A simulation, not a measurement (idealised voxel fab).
process module | voxel wiring stack
cross-section cut | 185 nm wide | cells 5 nm
A cross-section is a grid of square cells, given in bands from the top down. A band is one or more rows of cells.
Each band's line starts with the height of the band's top and of its bottom, in nm. Then come its materials from left to right, each with its width in nm. One material with "throughout" fills the band from edge to edge. "air" is empty space.
Height 0 is the level under which the wafer as received is all one material. The lowest band goes on downwards, as in "0 down".
A width such as "30 to 40" changes by the same amount from each row of cells to the next, from the band's top row to its bottom row.
"no change" after a step means that no cell of the cross-section changed.
closed voids: empty space of 8 cells or more with no open way to the top, each as width x height at its distance from the left edge, in nm
after a step's settings: what the simulator itself notes on the step
overlay nm, on a step with a mask: how far to the right of its planned place the mask lay; to the left if negative
plan
1 op RECEIVE | material Si
2 op CONFORMAL_DEP | material SiO2 | thk nm 10
3 op DIRECTIONAL_DEP | material TiN | thk nm 5
4 op DIRECTIONAL_DEP | material Ru | thk nm 25
5 op MASKED_ETCH | tone cover | mask id METAL_1 | width nm 20 | pitch nm 45 | etch materials Ru | depth nm 25 | overlay nm 0
6 op MASKED_ETCH | tone cover | mask id METAL_1 | width nm 20 | pitch nm 45 | etch materials TiN | depth nm 5 | overlay nm 0
7 op CONFORMAL_DEP | material SiCN | thk nm 5
8 op FILL_DEP | material SiO2 | thk nm 10
9 op CMP | height nm 40
10 op CONFORMAL_DEP | material SiCN | thk nm 5
11 op DIRECTIONAL_DEP | material SiO2 | thk nm 15
12 op MASKED_ETCH | tone open | mask id PLUG_1 | width nm 15 | pitch nm 45 | etch materials SiO2 | depth nm 15 | overlay nm 0
13 op MASKED_ETCH | tone open | mask id PLUG_1 | width nm 15 | pitch nm 45 | etch materials SiCN | depth nm 5 | overlay nm 0
14 op EPI | material Ru | thk nm 10
15 op EPI | material Ru | thk nm 10
16 op DIRECTIONAL_DEP | material TiN | thk nm 5
17 op DIRECTIONAL_DEP | material Ru | thk nm 20
18 op DIRECTIONAL_DEP | material aC | thk nm 15
19 op PATTERN | tone cover | mask id METAL_2 | material resist | width nm 20 | pitch nm 45 | thk nm 30 | overlay nm 0
20 op DIRECTIONAL_ETCH | etch materials aC | depth nm 15
21 op STRIP | etch materials resist
22 op DIRECTIONAL_ETCH | etch materials Ru | depth nm 20
23 op DIRECTIONAL_ETCH | etch materials TiN | depth nm 5
24 op STRIP | etch materials aC
25 op FILL_DEP | material lowk | thk nm 5
26 op CMP | height nm 85
27 op CONFORMAL_DEP | material SiCN | thk nm 5
as received, after step 1
  0 down: Si throughout
  closed voids: none
a wafer at the end: this start, this plan, one mistake
  90 to 85: SiCN throughout
  85 to 65: lowk 35 | Ru 20 | lowk 25 | Ru 20 | lowk 25 | Ru 20 | lowk 40
  65 to 60: lowk 35 | TiN 20 | lowk 25 | TiN 20 | lowk 25 | TiN 20 | lowk 40
  60 to 45: SiO2 35 | Ru 15 | SiO2 30 | Ru 15 | SiO2 30 | Ru 15 | SiO2 45
  45 to 40: SiCN 35 | Ru 15 | SiCN 30 | Ru 15 | SiCN 30 | Ru 15 | SiCN 45
  40 to 20: SiO2 30 | SiCN 5 | Ru 20 | SiCN 5 | SiO2 15 | SiCN 5 | Ru 20 | SiCN 5 | SiO2 15 | SiCN 5 | Ru 20 | SiCN 5 | SiO2 35
  20 to 15: SiCN 35 | TiN 20 | SiCN 25 | TiN 20 | SiCN 25 | TiN 20 | SiCN 40
  15 to 0: SiO2 throughout
  0 down: Si throughout
  closed voids: none
what went wrong: step 2 ran as: op CONFORMAL_DEP | material SiO2 | thk nm 15
